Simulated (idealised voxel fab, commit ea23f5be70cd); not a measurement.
Process module name: voxel spacer lines
The width of the displayed cross-section, cut, is 175 nm; its cells are square, with a size of 5 nm.
A cross-section is a grid of square cells, given in bands from the top down. A band is one or more rows of cells.
The band entry comprises the height of the band's top followed by the height of its bottom, expressed in nm, and subsequently the band's materials from left to right, each stated together with its width in nm. Where a single material is marked with the word "everywhere", that material fills the band from edge to edge. The word "empty" represents empty space.
Ref level 0: as-received wafer is one material below here. Bottom band extends down with no lower bound ("0 -> down").
Think of "30..40" as a width that walks from the first number to the second as you go down the band, top row to bottom row, taking equal-sized steps from row to row.
"no change occurred" -> step changed no cross-section cell.
Heads up: "Unvented internal voids" only lists the empty pockets with no open path to the top that are 8 cells or more, and it writes them as width x height at distance, distance from the left edge, in nm.
after a step's settings: what the simulator itself notes on the step
overlay nm: where the mask lay relative to plan, measured to the right, on steps with a mask; negatives go left.
**Steps in the process plan**
1) RECEIVE,material Si
2) CONFORMAL_DEP,material Al2O3,thk nm 10
3) DIRECTIONAL_DEP,material W,thk nm 15
4) DIRECTIONAL_DEP,material polySi,thk nm 30
5) PATTERN,tone cover,mask id MANDREL,material resist,width nm 15,pitch nm 50,thk nm 35,overlay nm 0
6) DIRECTIONAL_ETCH,etch materials polySi,depth nm 30
7) STRIP,etch materials resist
8) CONFORMAL_DEP,material SiO2,thk nm 10
9) DIRECTIONAL_ETCH,etch materials SiO2,depth nm 10
10) STRIP,etch materials polySi
11) DIRECTIONAL_ETCH,etch materials W,depth nm 15
12) STRIP,etch materials SiO2
13) FILL_DEP,material lowk,thk nm 10
14) CMP,height nm 25
Variable across wafers: step 5 width nm (plan value is that of the first wafer; starting state common to all).
**So this is the first of several wafers, cross-sectioned as it came to us, meaning it's at the end of step 1**
    0 -> down  Si everywhere
    Unvented internal voids: none
**The cross-section of the first of several wafers is given below for the end of the module, after its final step, step 14**
    25 -> 10  lowk 20, then W 10, then lowk 15, then W 10, then lowk 15, then W 10, then lowk 15, then W 10, then lowk 15, then W 10, then lowk 15, then W 10, then lowk 20
    10 -> 0  Al2O3 everywhere
    0 -> down  Si everywhere
    Unvented internal voids: none
**Last wafer of the set, cross-sectioned at end of module**
    25 -> 10  lowk 15, then W 10, then lowk 30, then W 20, then lowk 30, then W 20, then lowk 30, then W 10, then lowk 10
    10 -> 0  Al2O3 everywhere
    0 -> down  Si everywhere
    Unvented internal voids: none
**Row per wafer, end-of-module: cell gain (+)/loss (-) by material since the wafer came in, then closed voids**
width nm 15; +70 Al2O3; +36 W; +69 lowk; Unvented internal voids: none
width nm 20; +70 Al2O3; +36 W; +69 lowk; Unvented internal voids: none
width nm 25; +70 Al2O3; +36 W; +69 lowk; Unvented internal voids: none
width nm 30; +70 Al2O3; +36 W; +69 lowk; Unvented internal voids: none
